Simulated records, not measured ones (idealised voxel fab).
Module name: voxel tone inversion (process module)
cross-section cut | 195 nm wide | cells 5 nm
Just so we're on the same page, the cross-sections are grids of square cells, and they're listed out in bands top to bottom, each band one or more rows deep. In this notation a band is specified by the heights of its top and bottom, in that order and in nm, after which its materials appear from left to right, each paired with its width in nm. The word "throughout" attached to a single material means that material fills the band from edge to edge; the word "empty" stands for empty space. Heights from 0 (as-received wafer is one material below). Bottom band endless downward, as "0 and below". The two numbers in a width such as "30..40" mark its ends across the band: the first belongs to the top row of cells, the second to the bottom row, and from each row to the next the width moves by the same amount. Key: "changes: none" - step with no changed cell in the cross-section. "Enclosed internal voids": sealed empty spaces, 8 cells or more, no open way to top, listed width x height at distance, with distance from the left edge and width, height and distance in nm. after a step's settings: what the simulator itself notes on the step. For masked steps, "overlay nm" on the step line gives how far right of plan the mask actually lay; a minus sign means it lay to the left.
### plan
1,RECEIVE | material Si
2,CONFORMAL_DEP | material SiCN | thk nm 10
3,DIRECTIONAL_DEP | material polySi | thk nm 15
4,PATTERN | tone cover | mask id POSTS | material resist | width nm 20 | pitch nm 35 | thk nm 25 | overlay nm 0
5,DIRECTIONAL_ETCH | etch materials polySi | depth nm 15
6,STRIP | etch materials resist
7,FILL_DEP | material SiO2 | thk nm 5
8,CMP | height nm 25
9,STRIP | etch materials polySi
10,CONFORMAL_DEP | material TiN | thk nm 5
11,FILL_DEP | material Cu | thk nm 5
12,CMP | height nm 25
13,CONFORMAL_DEP | material SiCN | thk nm 5
### Of two wafers, the first: run according to plan
### Shown in cross-section is the wafer as received, that is, as it stands after step 1
> 0 and below | Si throughout
> Enclosed internal voids: none
### Wafer section view after processing step 2
> 10 down to 0 | SiCN throughout
> Below 0, no change.
### Wafer section view after processing step 3
> 25 down to 10 | polySi throughout
> Below 10, no change.
### Wafer section view after processing step 4
> 50 down to 25 | 35 nm empty; 20 nm resist; 15 nm empty; 20 nm resist; 15 nm empty; 20 nm resist; 15 nm empty; 20 nm resist; 35 nm empty
> Below 25, no change.
### Wafer section view after processing step 5
> 50 down to 25 | 35 nm empty; 20 nm resist; 15 nm empty; 20 nm resist; 15 nm empty; 20 nm resist; 15 nm empty; 20 nm resist; 35 nm empty
> 25 down to 10 | 35 nm empty; 20 nm polySi; 15 nm empty; 20 nm polySi; 15 nm empty; 20 nm polySi; 15 nm empty; 20 nm polySi; 35 nm empty
> Below 10, no change.
### Wafer section view after processing step 6
> 25 down to 10 | 35 nm empty; 20 nm polySi; 15 nm empty; 20 nm polySi; 15 nm empty; 20 nm polySi; 15 nm empty; 20 nm polySi; 35 nm empty
> Below 10, no change.
### Wafer section view after processing step 7
> 30 down to 25 | SiO2 throughout
> 25 down to 10 | 35 nm SiO2; 20 nm polySi; 15 nm SiO2; 20 nm polySi; 15 nm SiO2; 20 nm polySi; 15 nm SiO2; 20 nm polySi; 35 nm SiO2
> Below 10, no change.
### Wafer section view after processing step 8
> 25 down to 10 | 35 nm SiO2; 20 nm polySi; 15 nm SiO2; 20 nm polySi; 15 nm SiO2; 20 nm polySi; 15 nm SiO2; 20 nm polySi; 35 nm SiO2
> Below 10, no change.
### Wafer section view after processing step 9
> 25 down to 10 | 35 nm SiO2; 20 nm empty; 15 nm SiO2; 20 nm empty; 15 nm SiO2; 20 nm empty; 15 nm SiO2; 20 nm empty; 35 nm SiO2
> Below 10, no change.
### Wafer section view after processing step 10
> 30 down to 25 | 40 nm TiN; 10 nm empty; 25 nm TiN; 10 nm empty; 25 nm TiN; 10 nm empty; 25 nm TiN; 10 nm empty; 40 nm TiN
> 25 down to 15 | 35 nm SiO2; 5 nm TiN; 10 nm empty; 5 nm TiN; 15 nm SiO2; 5 nm TiN; 10 nm empty; 5 nm TiN; 15 nm SiO2; 5 nm TiN; 10 nm empty; 5 nm TiN; 15 nm SiO2; 5 nm TiN; 10 nm empty; 5 nm TiN; 35 nm SiO2
> 15 down to 10 | 35 nm SiO2; 20 nm TiN; 15 nm SiO2; 20 nm TiN; 15 nm SiO2; 20 nm TiN; 15 nm SiO2; 20 nm TiN; 35 nm SiO2
> Below 10, no change.
### Wafer section view after processing step 11
> 35 down to 30 | Cu throughout
> 30 down to 25 | 40 nm TiN; 10 nm Cu; 25 nm TiN; 10 nm Cu; 25 nm TiN; 10 nm Cu; 25 nm TiN; 10 nm Cu; 40 nm TiN
> 25 down to 15 | 35 nm SiO2; 5 nm TiN; 10 nm Cu; 5 nm TiN; 15 nm SiO2; 5 nm TiN; 10 nm Cu; 5 nm TiN; 15 nm SiO2; 5 nm TiN; 10 nm Cu; 5 nm TiN; 15 nm SiO2; 5 nm TiN; 10 nm Cu; 5 nm TiN; 35 nm SiO2
> Below 15, no change.
### Wafer section view after processing step 12
> 25 down to 15 | 35 nm SiO2; 5 nm TiN; 10 nm Cu; 5 nm TiN; 15 nm SiO2; 5 nm TiN; 10 nm Cu; 5 nm TiN; 15 nm SiO2; 5 nm TiN; 10 nm Cu; 5 nm TiN; 15 nm SiO2; 5 nm TiN; 10 nm Cu; 5 nm TiN; 35 nm SiO2
> Below 15, no change.
### Wafer section view after processing step 13
> 30 down to 25 | SiCN throughout
> Below 25, no change.
### The remaining wafer, second of the two, started like the first and was run to the same plan, except that one mistake was made along the way; the two coincide through step 12, inclusive
### X-section, second wafer, when step 13 was due to finish
> 30 down to 25 | SiO2 throughout
> Below 25, no change.
Short version of what went wrong: step 13 ran as: CONFORMAL_DEP | material SiO2 | thk nm 5
Cell-count delta at end, second wafer over first, by material: -39 SiCN | +39 SiO2
